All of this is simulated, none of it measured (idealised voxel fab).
The following process module bears the name voxel wiring stack.
In the cross-section labelled cut, the width is 170 nm and each square cell is 5 nm.
For the purposes of this document, a cross-section shall be understood as a grid of square cells, specified as bands listed in top-to-bottom order, each band consisting of one or more rows of cells.
Look at the band entry: it leads with the top's height and the bottom's height in nm. Then it lists the materials left to right, with a width in nm for each. The word "edge to edge" on a single material says that material fills the band edge to edge. The word "empty" is empty space.
Ref level 0: as-received wafer is one material below here. Bottom band extends down with no lower bound ("z 0 and below").
You'd read "30..40" like this: the band's top row of cells is as wide as the first number, its bottom row is as wide as the second, and going down, every row changes width by the same amount as the row before did.
When a step is marked "all unchanged", none of the cells in the cross-section changed during that step.
"Enclosed void listing" lists enclosed empty spaces (at least 8 cells, no open path upward to the top), each as width x height at distance from the left edge, in nm.
That trailing text on a step's line, after the settings, is the simulator's own remark on the step.
"overlay nm" answers the question of how far to the right of plan the mask lay on a step that has a mask, and when it is negative the answer is to the left.
**Planned process steps**
step 1: RECEIVE [material Si]
step 2: CONFORMAL_DEP [material SiO2] [thk nm 10]
step 3: DIRECTIONAL_DEP [material TiN] [thk nm 5]
step 4: DIRECTIONAL_DEP [material Ru] [thk nm 25]
step 5: PATTERN [tone cover] [mask id METAL_1] [material resist] [width nm 20] [pitch nm 45] [thk nm 20] [overlay nm 0]
step 6: DIRECTIONAL_ETCH [etch materials Ru] [depth nm 25]
step 7: DIRECTIONAL_ETCH [etch materials TiN] [depth nm 5]
step 8: STRIP [etch materials resist]
step 9: CONFORMAL_DEP [material SiN] [thk nm 5]
step 10: FILL_DEP [material lowk] [thk nm 10]
step 11: CMP [height nm 40]
step 12: CONFORMAL_DEP [material SiCN] [thk nm 5]
step 13: DIRECTIONAL_DEP [material SiO2] [thk nm 10]
step 14: DIRECTIONAL_DEP [material aC] [thk nm 10]
step 15: PATTERN [tone open] [mask id PLUG_1] [material resist] [width nm 15] [pitch nm 45] [thk nm 30] [overlay nm 0]
step 16: DIRECTIONAL_ETCH [etch materials aC] [depth nm 10]
step 17: STRIP [etch materials resist]
step 18: DIRECTIONAL_ETCH [etch materials SiO2] [depth nm 10]
step 19: DIRECTIONAL_ETCH [etch materials SiCN] [depth nm 5]
step 20: STRIP [etch materials aC]
step 21: CONFORMAL_DEP [material TiN] [thk nm 5]
step 22: FILL_DEP [material Cu] [thk nm 5]
step 23: CMP [height nm 55]
step 24: DIRECTIONAL_DEP [material TiN] [thk nm 5]
step 25: DIRECTIONAL_DEP [material Ru] [thk nm 20]
step 26: PATTERN [tone cover] [mask id METAL_2] [material resist] [width nm 20] [pitch nm 45] [thk nm 15] [overlay nm 0]
step 27: DIRECTIONAL_ETCH [etch materials Ru] [depth nm 20]
step 28: DIRECTIONAL_ETCH [etch materials TiN] [depth nm 5]
step 29: STRIP [etch materials resist]
step 30: FILL_DEP [material lowk] [thk nm 5]
step 31: CMP [height nm 80]
step 32: CONFORMAL_DEP [material SiCN] [thk nm 5]
**First of two wafers - as planned**
**This is the cross-section of the wafer as we received it, i.e. after step 1**
> z 0 and below | Si edge to edge
> Enclosed void listing: none
**after step 2**
> z 10 to 0 | SiO2 edge to edge
> Everything below 0 is unchanged.
**after step 3**
> z 15 to 10 | TiN edge to edge
> Everything below 10 is unchanged.
**after step 4**
> z 40 to 15 | Ru edge to edge
> Everything below 15 is unchanged.
**after step 5**
> z 60 to 40 | empty 50 nm  resist 20 nm  empty 25 nm  resist 20 nm  empty 55 nm
> Everything below 40 is unchanged.
**after step 6**
> z 60 to 40 | empty 50 nm  resist 20 nm  empty 25 nm  resist 20 nm  empty 55 nm
> z 40 to 15 | empty 50 nm  Ru 20 nm  empty 25 nm  Ru 20 nm  empty 55 nm
> Everything below 15 is unchanged.
**after step 7**
> z 60 to 40 | empty 50 nm  resist 20 nm  empty 25 nm  resist 20 nm  empty 55 nm
> z 40 to 15 | empty 50 nm  Ru 20 nm  empty 25 nm  Ru 20 nm  empty 55 nm
> z 15 to 10 | empty 50 nm  TiN 20 nm  empty 25 nm  TiN 20 nm  empty 55 nm
> Everything below 10 is unchanged.
**after step 8**
> z 40 to 15 | empty 50 nm  Ru 20 nm  empty 25 nm  Ru 20 nm  empty 55 nm
> Everything below 15 is unchanged.
**after step 9**
> z 45 to 40 | empty 45 nm  SiN 30 nm  empty 15 nm  SiN 30 nm  empty 50 nm
> z 40 to 15 | empty 45 nm  SiN 5 nm  Ru 20 nm  SiN 5 nm  empty 15 nm  SiN 5 nm  Ru 20 nm  SiN 5 nm  empty 50 nm
> z 15 to 10 | SiN 50 nm  TiN 20 nm  SiN 25 nm  TiN 20 nm  SiN 55 nm
> Everything below 10 is unchanged.
**after step 10**
> z 55 to 45 | lowk edge to edge
> z 45 to 40 | lowk 45 nm  SiN 30 nm  lowk 15 nm  SiN 30 nm  lowk 50 nm
> z 40 to 15 | lowk 45 nm  SiN 5 nm  Ru 20 nm  SiN 5 nm  lowk 15 nm  SiN 5 nm  Ru 20 nm  SiN 5 nm  lowk 50 nm
> Everything below 15 is unchanged.
**after step 11**
> z 40 to 15 | lowk 45 nm  SiN 5 nm  Ru 20 nm  SiN 5 nm  lowk 15 nm  SiN 5 nm  Ru 20 nm  SiN 5 nm  lowk 50 nm
> Everything below 15 is unchanged.
**after step 12**
> z 45 to 40 | SiCN edge to edge
> Everything below 40 is unchanged.
**after step 13**
> z 55 to 45 | SiO2 edge to edge
> Everything below 45 is unchanged.
**after step 14**
> z 65 to 55 | aC edge to edge
> Everything below 55 is unchanged.
**after step 15**
> z 95 to 65 | resist 50 nm  empty 15 nm  resist 30 nm  empty 15 nm  resist 60 nm
> Everything below 65 is unchanged.
**after step 16**
> z 85 to 65 | resist 50 nm  empty 15 nm  resist 30 nm  empty 15 nm  resist 60 nm
> z 65 to 55 | aC 50 nm  empty 15 nm  aC 30 nm  empty 15 nm  aC 60 nm
> Everything below 55 is unchanged.
**after step 17**
> z 65 to 55 | aC 50 nm  empty 15 nm  aC 30 nm  empty 15 nm  aC 60 nm
> Everything below 55 is unchanged.
**after step 18**
> z 65 to 55 | aC 50 nm  empty 15 nm  aC 30 nm  empty 15 nm  aC 60 nm
> z 55 to 45 | SiO2 50 nm  empty 15 nm  SiO2 30 nm  empty 15 nm  SiO2 60 nm
> Everything below 45 is unchanged.
**after step 19**
> z 65 to 55 | aC 50 nm  empty 15 nm  aC 30 nm  empty 15 nm  aC 60 nm
> z 55 to 45 | SiO2 50 nm  empty 15 nm  SiO2 30 nm  empty 15 nm  SiO2 60 nm
> z 45 to 40 | SiCN 50 nm  empty 15 nm  SiCN 30 nm  empty 15 nm  SiCN 60 nm
> Everything below 40 is unchanged.
**after step 20**
> z 55 to 45 | SiO2 50 nm  empty 15 nm  SiO2 30 nm  empty 15 nm  SiO2 60 nm
> Everything below 45 is unchanged.
**after step 21**
> z 60 to 55 | TiN 55 nm  empty 5 nm  TiN 40 nm  empty 5 nm  TiN 65 nm
> z 55 to 45 | SiO2 50 nm  TiN 5 nm  empty 5 nm  TiN 5 nm  SiO2 30 nm  TiN 5 nm  empty 5 nm  TiN 5 nm  SiO2 60 nm
> z 45 to 40 | SiCN 50 nm  TiN 15 nm  SiCN 30 nm  TiN 15 nm  SiCN 60 nm
> Everything below 40 is unchanged.
**after step 22**
> z 65 to 60 | Cu edge to edge
> z 60 to 55 | TiN 55 nm  Cu 5 nm  TiN 40 nm  Cu 5 nm  TiN 65 nm
> z 55 to 45 | SiO2 50 nm  TiN 5 nm  Cu 5 nm  TiN 5 nm  SiO2 30 nm  TiN 5 nm  Cu 5 nm  TiN 5 nm  SiO2 60 nm
> Everything below 45 is unchanged.
**after step 23**
> z 55 to 45 | SiO2 50 nm  TiN 5 nm  Cu 5 nm  TiN 5 nm  SiO2 30 nm  TiN 5 nm  Cu 5 nm  TiN 5 nm  SiO2 60 nm
> Everything below 45 is unchanged.
**after step 24**
> z 60 to 55 | TiN edge to edge
> Everything below 55 is unchanged.
**after step 25**
> z 80 to 60 | Ru edge to edge
> Everything below 60 is unchanged.
**after step 26**
> z 95 to 80 | empty 50 nm  resist 20 nm  empty 25 nm  resist 20 nm  empty 55 nm
> Everything below 80 is unchanged.
**after step 27**
> z 95 to 80 | empty 50 nm  resist 20 nm  empty 25 nm  resist 20 nm  empty 55 nm
> z 80 to 60 | empty 50 nm  Ru 20 nm  empty 25 nm  Ru 20 nm  empty 55 nm
> Everything below 60 is unchanged.
**after step 28**
> z 95 to 80 | empty 50 nm  resist 20 nm  empty 25 nm  resist 20 nm  empty 55 nm
> z 80 to 60 | empty 50 nm  Ru 20 nm  empty 25 nm  Ru 20 nm  empty 55 nm
> z 60 to 55 | empty 50 nm  TiN 20 nm  empty 25 nm  TiN 20 nm  empty 55 nm
> Everything below 55 is unchanged.
**after step 29**
> z 80 to 60 | empty 50 nm  Ru 20 nm  empty 25 nm  Ru 20 nm  empty 55 nm
> Everything below 60 is unchanged.
**after step 30**
> z 85 to 80 | lowk edge to edge
> z 80 to 60 | lowk 50 nm  Ru 20 nm  lowk 25 nm  Ru 20 nm  lowk 55 nm
> z 60 to 55 | lowk 50 nm  TiN 20 nm  lowk 25 nm  TiN 20 nm  lowk 55 nm
> Everything below 55 is unchanged.
**after step 31**
> z 80 to 60 | lowk 50 nm  Ru 20 nm  lowk 25 nm  Ru 20 nm  lowk 55 nm
> Everything below 60 is unchanged.
**after step 32**
> z 85 to 80 | SiCN edge to edge
> Everything below 80 is unchanged.
**Second wafer. Start and plan as for the first. One mistake made in running. Agrees with the first up to and including step 4**
**Second wafer, cut view, end of step 5 per plan**
> z 60 to 40 | empty 55 nm  resist 15 nm  empty 30 nm  resist 15 nm  empty 55 nm
> Everything below 40 is unchanged.
**Second wafer, cut view, end of step 6 per plan**
> z 60 to 40 | empty 55 nm  resist 15 nm  empty 30 nm  resist 15 nm  empty 55 nm
> z 40 to 15 | empty 55 nm  Ru 15 nm  empty 30 nm  Ru 15 nm  empty 55 nm
> Everything below 15 is unchanged.
**Second wafer, cut view, end of step 7 per plan**
> z 60 to 40 | empty 55 nm  resist 15 nm  empty 30 nm  resist 15 nm  empty 55 nm
> z 40 to 15 | empty 55 nm  Ru 15 nm  empty 30 nm  Ru 15 nm  empty 55 nm
> z 15 to 10 | empty 55 nm  TiN 15 nm  empty 30 nm  TiN 15 nm  empty 55 nm
> Everything below 10 is unchanged.
**Second wafer, cut view, end of step 8 per plan**
> z 40 to 15 | empty 55 nm  Ru 15 nm  empty 30 nm  Ru 15 nm  empty 55 nm
> Everything below 15 is unchanged.
**Second wafer, cut view, end of step 9 per plan**
> z 45 to 40 | empty 50 nm  SiN 25 nm  empty 20 nm  SiN 25 nm  empty 50 nm
> z 40 to 15 | empty 50 nm  SiN 5 nm  Ru 15 nm  SiN 5 nm  empty 20 nm  SiN 5 nm  Ru 15 nm  SiN 5 nm  empty 50 nm
> z 15 to 10 | SiN 55 nm  TiN 15 nm  SiN 30 nm  TiN 15 nm  SiN 55 nm
> Everything below 10 is unchanged.
**Second wafer, cut view, end of step 10 per plan**
> z 55 to 45 | lowk edge to edge
> z 45 to 40 | lowk 50 nm  SiN 25 nm  lowk 20 nm  SiN 25 nm  lowk 50 nm
> z 40 to 15 | lowk 50 nm  SiN 5 nm  Ru 15 nm  SiN 5 nm  lowk 20 nm  SiN 5 nm  Ru 15 nm  SiN 5 nm  lowk 50 nm
> Everything below 15 is unchanged.
**Second wafer, cut view, end of step 11 per plan**
> z 40 to 15 | lowk 50 nm  SiN 5 nm  Ru 15 nm  SiN 5 nm  lowk 20 nm  SiN 5 nm  Ru 15 nm  SiN 5 nm  lowk 50 nm
> Everything below 15 is unchanged.
**Second wafer, cut view, end of step 12 per plan**
> z 45 to 40 | SiCN edge to edge
> Everything below 40 is unchanged.
**Second wafer, cut view, end of step 13 per plan**
> z 55 to 45 | SiO2 edge to edge
> Everything below 45 is unchanged.
**Second wafer, cut view, end of step 14 per plan**
> z 65 to 55 | aC edge to edge
> Everything below 55 is unchanged.
**Second wafer, cut view, end of step 15 per plan**
> z 95 to 65 | resist 50 nm  empty 15 nm  resist 30 nm  empty 15 nm  resist 60 nm
> Everything below 65 is unchanged.
**Second wafer, cut view, end of step 16 per plan**
> z 85 to 65 | resist 50 nm  empty 15 nm  resist 30 nm  empty 15 nm  resist 60 nm
> z 65 to 55 | aC 50 nm  empty 15 nm  aC 30 nm  empty 15 nm  aC 60 nm
> Everything below 55 is unchanged.
**Second wafer, cut view, end of step 17 per plan**
> z 65 to 55 | aC 50 nm  empty 15 nm  aC 30 nm  empty 15 nm  aC 60 nm
> Everything below 55 is unchanged.
**Second wafer, cut view, end of step 18 per plan**
> z 65 to 55 | aC 50 nm  empty 15 nm  aC 30 nm  empty 15 nm  aC 60 nm
> z 55 to 45 | SiO2 50 nm  empty 15 nm  SiO2 30 nm  empty 15 nm  SiO2 60 nm
> Everything below 45 is unchanged.
**Second wafer, cut view, end of step 19 per plan**
> z 65 to 55 | aC 50 nm  empty 15 nm  aC 30 nm  empty 15 nm  aC 60 nm
> z 55 to 45 | SiO2 50 nm  empty 15 nm  SiO2 30 nm  empty 15 nm  SiO2 60 nm
> z 45 to 40 | SiCN 50 nm  empty 15 nm  SiCN 30 nm  empty 15 nm  SiCN 60 nm
> Everything below 40 is unchanged.
**Second wafer, cut view, end of step 20 per plan**
> z 55 to 45 | SiO2 50 nm  empty 15 nm  SiO2 30 nm  empty 15 nm  SiO2 60 nm
> Everything below 45 is unchanged.
**Second wafer, cut view, end of step 21 per plan**
> z 60 to 55 | TiN 55 nm  empty 5 nm  TiN 40 nm  empty 5 nm  TiN 65 nm
> z 55 to 45 | SiO2 50 nm  TiN 5 nm  empty 5 nm  TiN 5 nm  SiO2 30 nm  TiN 5 nm  empty 5 nm  TiN 5 nm  SiO2 60 nm
> z 45 to 40 | SiCN 50 nm  TiN 15 nm  SiCN 30 nm  TiN 15 nm  SiCN 60 nm
> Everything below 40 is unchanged.
**Second wafer, cut view, end of step 22 per plan**
> z 65 to 60 | Cu edge to edge
> z 60 to 55 | TiN 55 nm  Cu 5 nm  TiN 40 nm  Cu 5 nm  TiN 65 nm
> z 55 to 45 | SiO2 50 nm  TiN 5 nm  Cu 5 nm  TiN 5 nm  SiO2 30 nm  TiN 5 nm  Cu 5 nm  TiN 5 nm  SiO2 60 nm
> Everything below 45 is unchanged.
**Second wafer, cut view, end of step 23 per plan**
> z 55 to 45 | SiO2 50 nm  TiN 5 nm  Cu 5 nm  TiN 5 nm  SiO2 30 nm  TiN 5 nm  Cu 5 nm  TiN 5 nm  SiO2 60 nm
> Everything below 45 is unchanged.
**Second wafer, cut view, end of step 24 per plan**
> z 60 to 55 | TiN edge to edge
> Everything below 55 is unchanged.
**Second wafer, cut view, end of step 25 per plan**
> z 80 to 60 | Ru edge to edge
> Everything below 60 is unchanged.
**Second wafer, cut view, end of step 26 per plan**
> z 95 to 80 | empty 50 nm  resist 20 nm  empty 25 nm  resist 20 nm  empty 55 nm
> Everything below 80 is unchanged.
**Second wafer, cut view, end of step 27 per plan**
> z 95 to 80 | empty 50 nm  resist 20 nm  empty 25 nm  resist 20 nm  empty 55 nm
> z 80 to 60 | empty 50 nm  Ru 20 nm  empty 25 nm  Ru 20 nm  empty 55 nm
> Everything below 60 is unchanged.
**Second wafer, cut view, end of step 28 per plan**
> z 95 to 80 | empty 50 nm  resist 20 nm  empty 25 nm  resist 20 nm  empty 55 nm
> z 80 to 60 | empty 50 nm  Ru 20 nm  empty 25 nm  Ru 20 nm  empty 55 nm
> z 60 to 55 | empty 50 nm  TiN 20 nm  empty 25 nm  TiN 20 nm  empty 55 nm
> Everything below 55 is unchanged.
**Second wafer, cut view, end of step 29 per plan**
> z 80 to 60 | empty 50 nm  Ru 20 nm  empty 25 nm  Ru 20 nm  empty 55 nm
> Everything below 60 is unchanged.
**Second wafer, cut view, end of step 30 per plan**
> z 85 to 80 | lowk edge to edge
> z 80 to 60 | lowk 50 nm  Ru 20 nm  lowk 25 nm  Ru 20 nm  lowk 55 nm
> z 60 to 55 | lowk 50 nm  TiN 20 nm  lowk 25 nm  TiN 20 nm  lowk 55 nm
> Everything below 55 is unchanged.
**Second wafer, cut view, end of step 31 per plan**
> z 80 to 60 | lowk 50 nm  Ru 20 nm  lowk 25 nm  Ru 20 nm  lowk 55 nm
> Everything below 60 is unchanged.
**Second wafer, cut view, end of step 32 per plan**
> z 85 to 80 | SiCN edge to edge
> Everything below 80 is unchanged.
Against the plan, the run slipped here: step 5 ran as: PATTERN [tone cover] [mask id METAL_1] [material resist] [width nm 15] [pitch nm 45] [thk nm 20] [overlay nm 0]
Wrapping up, a cell-based count of both wafers puts the second over or under the first for these materials: Ru -10; SiN +2; TiN -2; lowk +10
